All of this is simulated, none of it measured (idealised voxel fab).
process module | voxel ribs on slabs
FYI the section here is cut, 170 nm wide, cells are 5 nm squares.
Square cells in a grid make up a cross-section in this document, and the grid is given as bands, listed from the top down, each one or more rows of cells. The entry gives the band's vertical extent as a top height and a bottom height in nm, then its horizontal make-up as materials from left to right, each with a width in nm. "blank" stands for empty space; a single material marked "full width" fills the band edge to edge. Note: height 0 marks the level under which the wafer is uniformly one material as received. Lowest band unbounded below, written "0 nm and below". You'd read "30..40" like this: the band's top row of cells is as wide as the first number, its bottom row is as wide as the second, and going down, every row changes width by the same amount as the row before did. No cell of the cross-section changed in a step that is given as "all unchanged". In "Enclosed empty spaces" the enclosed voids are listed, meaning empty spaces of 8 cells or larger without any opening to the top. The form is width x height at distance, distance from the left edge, units nm. Note: text after step settings on the step line = simulator remark on that step. Regarding "overlay nm": on a step with a mask, it is the distance the mask lay to the right of its planned place; a negative value places it to the left.
### List of planned process steps
step 1: RECEIVE: material Si
step 2: DIRECTIONAL_DEP: material SiO2, thk nm 30
step 3: DIRECTIONAL_DEP: material SiN, thk nm 15
step 4: PATTERN: tone cover, mask id RIB, material resist, width nm 20, thk nm 15, overlay nm 0
step 5: DIRECTIONAL_ETCH: etch materials SiN, depth nm 10
step 6: STRIP: etch materials resist
step 7: DIRECTIONAL_DEP: material aC, thk nm 15
step 8: PATTERN: tone cover, mask id SLAB, material resist, width nm 70, thk nm 35, overlay nm 0
step 9: DIRECTIONAL_ETCH: etch materials aC, depth nm 15
step 10: STRIP: etch materials resist
step 11: DIRECTIONAL_ETCH: etch materials SiN, depth nm 5
step 12: STRIP: etch materials aC
step 13: FILL_DEP: material SiO2, thk nm 20
step 14: CMP: height nm 55
step 15: DIRECTIONAL_DEP: material W, thk nm 10
step 16: DIRECTIONAL_DEP: material aC, thk nm 10
step 17: PATTERN: tone cover, mask id HEATER, material resist, width nm 30, thk nm 25, overlay nm 0
step 18: DIRECTIONAL_ETCH: etch materials aC, depth nm 10
step 19: STRIP: etch materials resist
step 20: DIRECTIONAL_ETCH: etch materials W, depth nm 10
step 21: STRIP: etch materials aC
step 22: CONFORMAL_DEP: material SiN, thk nm 5
### Received-state cross-section, reflecting completion of step 1
  0 nm and below | Si full width
  Enclosed empty spaces: none
### End-of-module cross-section. Starting structure and process plan as above; one mistake made in running it
  70 nm to 55 nm | SiN full width
  55 nm to 45 nm | SiO2 full width
  45 nm to 35 nm | SiO2 75 / SiN 20 / SiO2 75
  35 nm to 30 nm | SiO2 50 / SiN 70 / SiO2 50
  30 nm to 0 nm | SiO2 full width
  0 nm and below | Si full width
  Enclosed empty spaces: none
Nonconformance to the process plan: in deviation from the planned setting, step 15 was conducted as DIRECTIONAL_DEP: material SiN, thk nm 10
